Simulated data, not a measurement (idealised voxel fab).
process module | voxel tone inversion
cross-section cut | 255 nm wide | cells 5 nm
A cross-section is a grid of square cells, given in bands from the top down. A band is one or more rows of cells.
Each band's line starts with the height of the band's top and of its bottom, in nm. Then come its materials from left to right, each with its width in nm. One material with "throughout" fills the band from edge to edge. "air" is empty space.
Height 0 is the level under which the wafer as received is all one material. The lowest band goes on downwards, as in "0 down".
A width such as "30 to 40" changes by the same amount from each row of cells to the next, from the band's top row to its bottom row.
"no change" after a step means that no cell of the cross-section changed.
closed voids: empty space of 8 cells or more with no open way to the top, each as width x height at its distance from the left edge, in nm
after a step's settings: what the simulator itself notes on the step
overlay nm, on a step with a mask: how far to the right of its planned place the mask lay; to the left if negative
plan
1 op RECEIVE | material Si
2 op CONFORMAL_DEP | material SiCN | thk nm 10
3 op DIRECTIONAL_DEP | material aC | thk nm 20
4 op PATTERN | tone cover | mask id POSTS | material resist | width nm 25 | pitch nm 50 | thk nm 25 | overlay nm 0
5 op DIRECTIONAL_ETCH | etch materials aC | depth nm 20
6 op STRIP | etch materials resist
7 op FILL_DEP | material SiO2 | thk nm 10
8 op CMP | height nm 30
9 op STRIP | etch materials aC
as received, after step 1
  0 down: Si throughout
  closed voids: none
a wafer at the end: this start, this plan, one mistake
  30 to 20: SiO2 throughout
  20 to 10: SiO2 40 | aC 25 | SiO2 25 | aC 25 | SiO2 25 | aC 25 | SiO2 25 | aC 25 | SiO2 40
  10 to 0: SiCN throughout
  0 down: Si throughout
  closed voids: none
what went wrong: step 3 ran as: op DIRECTIONAL_DEP | material aC | thk nm 10
